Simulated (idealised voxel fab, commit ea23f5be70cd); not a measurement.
A process module follows: voxel gate over fins.
Section cut is 185 nm wide and gridded with 5 nm square cells.
Cross-section format: a grid of square cells, given as bands from top to bottom; each band is one or more rows of cells.
First you get the band's top height and its bottom height, in nm, and then the materials it's made of, left to right, with each width in nm. If you see a single material with "throughout", that one covers the band edge to edge. "air" is empty space.
Basically, 0 is our baseline, since under it the wafer straight out of the box is all one material. The bottom band has no lower end and keeps on going down, so it looks like "top 0, no bottom".
So if you see something like "30->40" for the width, read it as the top row of the band sitting at the first number and the bottom row at the second, with every row in between moving by the same amount as the last.
"remained the same" (step): cross-section cells unchanged, all of them.
"Fully sealed voids": sealed empty spaces, 8 cells or more, no open way to top, listed width x height at distance, with distance from the left edge and width, height and distance in nm.
Read whatever lies past the settings on a step's line as the simulator's own remark about the step.
Each step line may optionally specify "overlay nm", which for a step with a mask gives the rightward distance between the mask's planned place and where it lay, a negative value indicating the leftward direction.

-- Intended process steps
1 RECEIVE with material Si
2 CONFORMAL_DEP with material SiN, thk nm 10
3 PATTERN with tone cover, mask id FINS, material resist, width nm 15, pitch nm 40, thk nm 20, overlay nm 0
4 DIRECTIONAL_ETCH with etch materials SiN, depth nm 10
5 DIRECTIONAL_ETCH with etch materials Si, depth nm 35
6 STRIP with etch materials resist
7 FILL_DEP with material SiO2, thk nm 5
8 CMP with height nm 10
9 SELECTIVE_ETCH with etch materials SiO2, depth nm 25
10 STRIP with etch materials SiN
11 CONFORMAL_DEP with material HfO2, thk nm 5
12 CONFORMAL_DEP with material TiN, thk nm 5
13 CONFORMAL_DEP with material TiAl, thk nm 5
14 CONFORMAL_DEP with material TiN, thk nm 5
15 FILL_DEP with material W, thk nm 15
16 CMP with height nm 30
17 CONFORMAL_DEP with material SiCN, thk nm 5

-- Step 1 complete: cross-section of the wafer as received
	top 0, no bottom: Si throughout
	Fully sealed voids: none

-- Wafer cross-section at module end: first of two, run to plan
	top 35, bottom 30: SiCN throughout
	top 30, bottom 20: W throughout
	top 20, bottom 15: W: 25, then TiN: 135, then W: 25
	top 15, bottom 10: W: 25, then TiN: 5, then TiAl: 125, then TiN: 5, then W: 25
	top 10, bottom 5: W: 25, then TiN: 5, then TiAl: 5, then TiN: 35, then TiAl: 5, then TiN: 35, then TiAl: 5, then TiN: 35, then TiAl: 5, then TiN: 5, then W: 25
	top 5, bottom 0: TiN: 30, then TiAl: 5, then TiN: 5, then HfO2: 25, then TiN: 5, then TiAl: 5, then TiN: 5, then HfO2: 25, then TiN: 5, then TiAl: 5, then TiN: 5, then HfO2: 25, then TiN: 5, then TiAl: 5, then TiN: 30
	top 0, bottom -5: TiAl: 35, then TiN: 5, then HfO2: 5, then Si: 15, then HfO2: 5, then TiN: 5, then TiAl: 5, then TiN: 5, then HfO2: 5, then Si: 15, then HfO2: 5, then TiN: 5, then TiAl: 5, then TiN: 5, then HfO2: 5, then Si: 15, then HfO2: 5, then TiN: 5, then TiAl: 35
	top -5, bottom -10: TiN: 40, then HfO2: 5, then Si: 15, then HfO2: 5, then TiN: 15, then HfO2: 5, then Si: 15, then HfO2: 5, then TiN: 15, then HfO2: 5, then Si: 15, then HfO2: 5, then TiN: 40
	top -10, bottom -15: HfO2: 45, then Si: 15, then HfO2: 25, then Si: 15, then HfO2: 25, then Si: 15, then HfO2: 45
	top -15, bottom -35: SiO2: 45, then Si: 15, then SiO2: 25, then Si: 15, then SiO2: 25, then Si: 15, then SiO2: 45
	top -35, no bottom: Si throughout
	Fully sealed voids: none

-- What the second wafer looks like in cross-section once the module is done. Its start and its plan matched the first wafer's exactly; what differed was one mistake in how it was run
	top 35, bottom 30: SiCN throughout
	top 30, bottom 20: W throughout
	top 20, bottom 15: TiN throughout
	top 15, bottom 10: TiAl throughout
	top 10, bottom 5: TiN throughout
	top 5, bottom 0: HfO2: 50, then TiN: 5, then HfO2: 35, then TiN: 5, then HfO2: 35, then TiN: 5, then HfO2: 50
	top 0, bottom -10: Si: 45, then HfO2: 5, then TiN: 5, then HfO2: 5, then Si: 25, then HfO2: 5, then TiN: 5, then HfO2: 5, then Si: 25, then HfO2: 5, then TiN: 5, then HfO2: 5, then Si: 45
	top -10, bottom -15: Si: 45, then HfO2: 15, then Si: 25, then HfO2: 15, then Si: 25, then HfO2: 15, then Si: 45
	top -15, bottom -35: Si: 45, then SiO2: 15, then Si: 25, then SiO2: 15, then Si: 25, then SiO2: 15, then Si: 45
	top -35, no bottom: Si throughout
	Fully sealed voids: none
It is concluded that the wafer was processed incorrectly with respect to the plan, in that step 3 was not run as planned; what actually ran was PATTERN with tone open, mask id FINS, material resist, width nm 15, pitch nm 40, thk nm 20, overlay nm 0
Final wafer comparison in cells, second versus first, more or fewer per material: Si +133 | SiO2 -76 | TiAl -12 | TiN -15 | W -30
